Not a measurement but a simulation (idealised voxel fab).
process module | voxel self aligned contacts
cross-section cut | 155 nm wide | cells 5 nm
A cross-section is a grid of square cells, given in bands from the top down. A band is one or more rows of cells.
Each band's line starts with the height of the band's top and of its bottom, in nm. Then come its materials from left to right, each with its width in nm. One material with "throughout" fills the band from edge to edge. "air" is empty space.
Height 0 is the level under which the wafer as received is all one material. The lowest band goes on downwards, as in "0 down".
A width such as "30 to 40" changes by the same amount from each row of cells to the next, from the band's top row to its bottom row.
"no change" after a step means that no cell of the cross-section changed.
closed voids: empty space of 8 cells or more with no open way to the top, each as width x height at its distance from the left edge, in nm
after a step's settings: what the simulator itself notes on the step
overlay nm, on a step with a mask: how far to the right of its planned place the mask lay; to the left if negative
plan
1 op RECEIVE | material Si
2 op OXIDIZE | depth nm 5
3 op DIRECTIONAL_DEP | material polySi | thk nm 30
4 op DIRECTIONAL_DEP | material SiN | thk nm 25
5 op PATTERN | tone cover | mask id GATE | material resist | width nm 25 | pitch nm 65 | thk nm 20 | overlay nm 0
6 op DIRECTIONAL_ETCH | etch materials SiN | depth nm 25
7 op DIRECTIONAL_ETCH | etch materials polySi | depth nm 30
8 op STRIP | etch materials resist
9 op CONFORMAL_DEP | material SiN | thk nm 10
10 op DIRECTIONAL_ETCH | etch materials SiN | depth nm 10
11 op FILL_DEP | material SiO2 | thk nm 20
12 op CMP | height nm 65
13 op PATTERN | tone open | mask id CONTACT | material resist | width nm 50 | thk nm 20 | overlay nm 0
14 op DIRECTIONAL_ETCH | etch materials SiO2 | depth nm 70
15 op STRIP | etch materials resist
16 op CONFORMAL_DEP | material TiN | thk nm 5
17 op FILL_DEP | material W | thk nm 5
18 op CMP | height nm 65
19 op CONFORMAL_DEP | material SiN | thk nm 5
as received, after step 1
  0 down: Si throughout
  closed voids: none
first wafer at the end, as planned
  70 to 65: SiN throughout
  65 to 55: SiO2 50 | TiN 5 to 20 | W 40 to 10 | TiN 5 to 20 | SiO2 55
  55 to 30: SiO2 20 | SiN 45 | TiN 5 | W 10 | TiN 5 | SiN 45 | SiO2 25
  30 to 0: SiO2 20 | SiN 10 | polySi 25 | SiN 10 | TiN 5 | W 10 | TiN 5 | SiN 10 | polySi 25 | SiN 10 | SiO2 25
  0 to -5: SiO2 65 | TiN 20 | SiO2 70
  -5 down: Si throughout
  closed voids: none
second wafer at the end: like start, like plan, one mistake
  70 to 65: SiN throughout
  65 to 60: SiO2 20 | SiN 45 | TiN 5 | W 10 | TiN 5 | SiN 45 | SiO2 25
  60 to 55: SiO2 20 | SiN 45 | TiN 20 | SiN 45 | SiO2 25
  55 to 30: SiN throughout
  30 to 0: polySi throughout
  0 to -5: SiO2 throughout
  -5 down: Si throughout
  closed voids: none
what went wrong: step 4 was run twice
at the end the second wafer has, in cells: 53 more of SiN | 119 fewer of SiO2 | 30 fewer of TiN | 30 fewer of W | 126 more of polySi
